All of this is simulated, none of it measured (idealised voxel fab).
voxel local oxidation: a process module
In the cross-section labelled cut, the width is 285 nm and each square cell is 5 nm.
Just so we're on the same page, the cross-sections are grids of square cells, and they're listed out in bands top to bottom, each band one or more rows deep. A band entry consists of two parts. The first gives the height of the band's top and the height of its bottom, in nm. The rest lists the band's materials from left to right, each with its width in nm. A single material labelled with the word "full width" fills the band from edge to edge, and the word "blank" marks empty space. Heads up on the height convention: 0 is the point under which the incoming wafer is all one material, and the lowest band has no bottom, it just keeps going down, like "from 0 down". When a width is written as two numbers, as in "30 to 40", the first number is the width in the top row of cells of the band and the second is the width in its bottom row, and the width changes by the same amount from each row to the next. Key: "changes: none" - step with no changed cell in the cross-section. If an empty space has no open way to the top and is at least 8 cells in size, "Cavities, sealed" lists it, written width x height at distance, where distance is measured from the left edge and every value is in nm. Where a step's line continues beyond its settings, the continuation is a remark by the simulator itself on that step. overlay nm: mask offset rightward from planned place, masked step; negative means leftward offset.

Set out below are the planned steps of the process:
- 1: RECEIVE [material Si]
- 2: OXIDIZE [depth nm 5]
- 3: CONFORMAL_DEP [material SiN] [thk nm 15]
- 4: DIRECTIONAL_DEP [material aC] [thk nm 10]
- 5: PATTERN [tone cover] [mask id ACTIVE] [material resist] [width nm 105] [pitch nm 125] [thk nm 25] [overlay nm 0]
- 6: DIRECTIONAL_ETCH [etch materials aC] [depth nm 10]
- 7: STRIP [etch materials resist]
- 8: DIRECTIONAL_ETCH [etch materials SiN] [depth nm 15]
- 9: STRIP [etch materials aC]
- 10: SELECTIVE_ETCH [etch materials SiO2] [depth nm 5]
- 11: OXIDIZE [depth nm 15]
- 12: STRIP [etch materials SiN]

First wafer, two in total, run as planned:

Incoming wafer in cross-section (state: after step 1):
  from 0 down  Si full width
  Cavities, sealed: none

Take a look at the wafer's cross-section after step 2:
  from 0 to -5  SiO2 full width
  Under the height -5 nothing was changed.

Take a look at the wafer's cross-section after step 3:
  from 15 to 0  SiN full width
  Under the height 0 nothing was changed.

Take a look at the wafer's cross-section after step 4:
  from 25 to 15  aC full width
  Under the height 15 nothing was changed.

Take a look at the wafer's cross-section after step 5:
  from 50 to 25  blank=25 / resist=105 / blank=20 / resist=105 / blank=30
  Under the height 25 nothing was changed.

Take a look at the wafer's cross-section after step 6:
  from 40 to 25  blank=25 / resist=105 / blank=20 / resist=105 / blank=30
  from 25 to 15  blank=25 / aC=105 / blank=20 / aC=105 / blank=30
  Under the height 15 nothing was changed.

Take a look at the wafer's cross-section after step 7:
  from 25 to 15  blank=25 / aC=105 / blank=20 / aC=105 / blank=30
  Under the height 15 nothing was changed.

Take a look at the wafer's cross-section after step 8:
  from 25 to 15  blank=25 / aC=105 / blank=20 / aC=105 / blank=30
  from 15 to 0  blank=25 / SiN=105 / blank=20 / SiN=105 / blank=30
  Under the height 0 nothing was changed.

Take a look at the wafer's cross-section after step 9:
  from 15 to 0  blank=25 / SiN=105 / blank=20 / SiN=105 / blank=30
  Under the height 0 nothing was changed.

Take a look at the wafer's cross-section after step 10:
  from 15 to 0  blank=25 / SiN=105 / blank=20 / SiN=105 / blank=30
  from 0 to -5  blank=30 / SiO2=95 / blank=30 / SiO2=95 / blank=35
  Under the height -5 nothing was changed.

Take a look at the wafer's cross-section after step 11:
  from 15 to 0  blank=25 / SiN=105 / blank=20 / SiN=105 / blank=30
  from 0 to -5  blank=30 / SiO2=95 / blank=30 / SiO2=95 / blank=35
  from -5 to -20  SiO2=45 / Si=65 / SiO2=60 / Si=65 / SiO2=50
  Under the height -20 nothing was changed.

Take a look at the wafer's cross-section after step 12:
  from 0 to -5  blank=30 / SiO2=95 / blank=30 / SiO2=95 / blank=35
  Under the height -5 nothing was changed.

Second Wafer (Identical Start and Plan, One Processing Error; Matches First Wafer Through Step 4):

At the planned end of step 5, the second wafer in cross-section:
  from 50 to 25  resist=25 / blank=105 / resist=20 / blank=105 / resist=30
  Under the height 25 nothing was changed.

At the planned end of step 6, the second wafer in cross-section:
  from 40 to 25  resist=25 / blank=105 / resist=20 / blank=105 / resist=30
  from 25 to 15  aC=25 / blank=105 / aC=20 / blank=105 / aC=30
  Under the height 15 nothing was changed.

At the planned end of step 7, the second wafer in cross-section:
  from 25 to 15  aC=25 / blank=105 / aC=20 / blank=105 / aC=30
  Under the height 15 nothing was changed.

At the planned end of step 8, the second wafer in cross-section:
  from 25 to 15  aC=25 / blank=105 / aC=20 / blank=105 / aC=30
  from 15 to 0  SiN=25 / blank=105 / SiN=20 / blank=105 / SiN=30
  Under the height 0 nothing was changed.

At the planned end of step 9, the second wafer in cross-section:
  from 15 to 0  SiN=25 / blank=105 / SiN=20 / blank=105 / SiN=30
  Under the height 0 nothing was changed.

At the planned end of step 10, the second wafer in cross-section:
  from 15 to 0  SiN=25 / blank=105 / SiN=20 / blank=105 / SiN=30
  from 0 to -5  SiO2=20 / blank=115 / SiO2=10 / blank=115 / SiO2=25
  Under the height -5 nothing was changed.

At the planned end of step 11, the second wafer in cross-section:
  from 15 to 0  SiN=25 / blank=105 / SiN=20 / blank=105 / SiN=30
  from 0 to -5  SiO2=20 / blank=115 / SiO2=10 / blank=115 / SiO2=25
  from -5 to -20  Si=5 / SiO2=270 / Si=10
  Under the height -20 nothing was changed.

At the planned end of step 12, the second wafer in cross-section:
  from 0 to -5  SiO2=20 / blank=115 / SiO2=10 / blank=115 / SiO2=25
  Under the height -5 nothing was changed.
What broke from the plan during processing? step 5 ran with different settings than intended, the actual operation and settings being PATTERN [tone open] [mask id ACTIVE] [material resist] [width nm 105] [pitch nm 125] [thk nm 25] [overlay nm 0]
Bottom line after processing is that, in cells, the second wafer is up or down on some materials versus the first: -69 Si; +42 SiO2
